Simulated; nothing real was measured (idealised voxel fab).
voxel ribs on slabs: a process module
The cross-section shown here is cut; it is 200 nm wide and divided into square cells measuring 5 nm on a side.
For the purposes of this document, a cross-section shall be understood as a grid of square cells, specified as bands listed in top-to-bottom order, each band consisting of one or more rows of cells. Quick guide to a band line: top height, bottom height (nm) up front; then every material left to right with its width in nm. Only one material and it's marked "full width"? Then it fills the band edge to edge. And "air" just means empty space. Heads up on the height convention: 0 is the point under which the incoming wafer is all one material, and the lowest band has no bottom, it just keeps going down, like "0 and below". Think of "30->40" as a width that walks from the first number to the second as you go down the band, top row to bottom row, taking equal-sized steps from row to row. What does "stayed the same" mean for a step? It means no cell of the cross-section changed in that step. "Unvented voids" specifies each empty space that is not open to the top and that occupies no fewer than 8 cells, using the form width x height at distance, the distance measured from the left edge and all three quantities in nm. Text after the settings on a step's line: the simulator's own remark on that step. The line of a step may include "overlay nm". On a step with a mask, this value is how far to the right of its planned place the mask lay. A negative value means the mask lay to the left.
List of planned process steps
1,RECEIVE,material Si
2,DIRECTIONAL_DEP,material SiO2,thk nm 30
3,DIRECTIONAL_DEP,material polySi,thk nm 15
4,PATTERN,tone cover,mask id RIB,material resist,width nm 30,thk nm 20,overlay nm 0
5,DIRECTIONAL_ETCH,etch materials polySi,depth nm 10
6,STRIP,etch materials resist
7,MASKED_ETCH,tone cover,mask id SLAB,width nm 80,etch materials polySi,depth nm 5,overlay nm 0
8,FILL_DEP,material SiO2,thk nm 30
9,CMP,height nm 65
10,DIRECTIONAL_DEP,material TiN,thk nm 10
11,DIRECTIONAL_DEP,material aC,thk nm 15
12,PATTERN,tone cover,mask id HEATER,material resist,width nm 40,thk nm 30,overlay nm 0
13,DIRECTIONAL_ETCH,etch materials aC,depth nm 15
14,STRIP,etch materials resist
15,DIRECTIONAL_ETCH,etch materials TiN,depth nm 10
16,STRIP,etch materials aC
17,CONFORMAL_DEP,material SiO2,thk nm 10
Cross-section: wafer on arrival = after step 1
> 0 and below | Si full width
> Unvented voids: none
First of two wafers at the end of the module, shown in cross-section; run carried out as planned
> 85 down to 75 | air 70; SiO2 60; air 70
> 75 down to 65 | SiO2 80; TiN 40; SiO2 80
> 65 down to 45 | SiO2 full width
> 45 down to 35 | SiO2 85; polySi 30; SiO2 85
> 35 down to 30 | SiO2 60; polySi 80; SiO2 60
> 30 down to 0 | SiO2 full width
> 0 and below | Si full width
> Unvented voids: none
Second wafer cross-section at end of module - shared start and plan with the first, one mistake in the run
> 85 down to 75 | air 70; SiO2 60; air 70
> 75 down to 65 | SiO2 80; TiN 40; SiO2 80
> 65 down to 45 | SiO2 full width
> 45 down to 40 | SiO2 60; polySi 25; SiO2 30; polySi 25; SiO2 60
> 40 down to 35 | polySi 85; SiO2 30; polySi 85
> 35 down to 30 | polySi full width
> 30 down to 0 | SiO2 full width
> 0 and below | Si full width
> Unvented voids: none
What went wrong in running the wafer? step 4 changed vs plan, executed as PATTERN,tone open,mask id RIB,material resist,width nm 30,thk nm 20,overlay nm 0
FYI, end of process, the second wafer has more or fewer cells of some materials than the first: -56 SiO2; +56 polySi
